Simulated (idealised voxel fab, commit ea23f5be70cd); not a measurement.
The following is a process module called voxel trench capacitor.
For reference, the cross-section in this document is cut, with width 250 nm and square cells of 5 nm.
Cross-section layout: square cells on a grid; listed as bands, top to bottom; a band spans one or more cell rows.
Band: top and bottom heights (nm) first, top before bottom; then materials from left to right, widths in nm. "full width" marks a sole material filling the band edge to edge. "blank" denotes empty space.
The level at which height equals 0 is the one under which the wafer, as it arrives, is entirely one material. No lower edge exists for the bottom band, which continues downward and is notated as in "0 down".
Quick explanation for "30->40": the width changes in equal steps down the rows of cells, from the first number in the band's top row to the second number in its bottom row.
Step marked "all unchanged"? Then no cell in the cross-section changed in it.
In the "Closed void catalog" entry, you get each enclosed empty space of 8 cells or more, one with no open way to the top, written width x height at distance, distance from the left edge, in nm.
That trailing text on a step's line, after the settings, is the simulator's own remark on the step.
A step's line can hold "overlay nm"; with a mask on that step, the setting says how far right of the planned place the mask lay, while a negative setting says it lay to the left.
## Intended process steps
1: RECEIVE with material Si
2: CONFORMAL_DEP with material SiN, thk nm 10
3: DIRECTIONAL_DEP with material aC, thk nm 15
4: PATTERN with tone open, mask id TRENCH, material resist, width nm 25, pitch nm 50, thk nm 35, overlay nm 0
5: DIRECTIONAL_ETCH with etch materials aC, depth nm 15
6: STRIP with etch materials resist
7: DIRECTIONAL_ETCH with etch materials SiN, depth nm 10
8: DIRECTIONAL_ETCH with etch materials Si, depth nm 25
9: STRIP with etch materials aC
10: CONFORMAL_DEP with material SiO2, thk nm 5
11: FILL_DEP with material polySi, thk nm 5
12: CMP with height nm 10
## Wafer at receipt (post step 1), cross-section
  0 down = Si full width
  Closed void catalog: none
## first wafer at the end, as planned
  10 to 0 = 85 SiN  5 SiO2  15 polySi  5 SiO2  25 SiN  5 SiO2  15 polySi  5 SiO2  90 SiN
  0 to -20 = 85 Si  5 SiO2  15 polySi  5 SiO2  25 Si  5 SiO2  15 polySi  5 SiO2  90 Si
  -20 to -25 = 85 Si  25 SiO2  25 Si  25 SiO2  90 Si
  -25 down = Si full width
  Closed void catalog: none
## End-of-module cross-section of the second wafer: identical starting point and process plan to the first, with one processing mistake
  10 to 0 = 80 polySi  5 SiO2  25 SiN  5 SiO2  15 polySi  5 SiO2  25 SiN  5 SiO2  85 polySi
  0 to -20 = 80 polySi  5 SiO2  25 Si  5 SiO2  15 polySi  5 SiO2  25 Si  5 SiO2  85 polySi
  -20 to -25 = 85 SiO2  25 Si  25 SiO2  25 Si  90 SiO2
  -25 down = Si full width
  Closed void catalog: none
Short version of what went wrong: step 4 off recipe, ran as PATTERN with tone cover, mask id TRENCH, material resist, width nm 25, pitch nm 50, thk nm 35, overlay nm 0
Counted in cells at the end, the second wafer holds more or fewer of these materials than the first: Si: 150 fewer, SiN: 60 fewer, SiO2: 30 more, polySi: 180 more
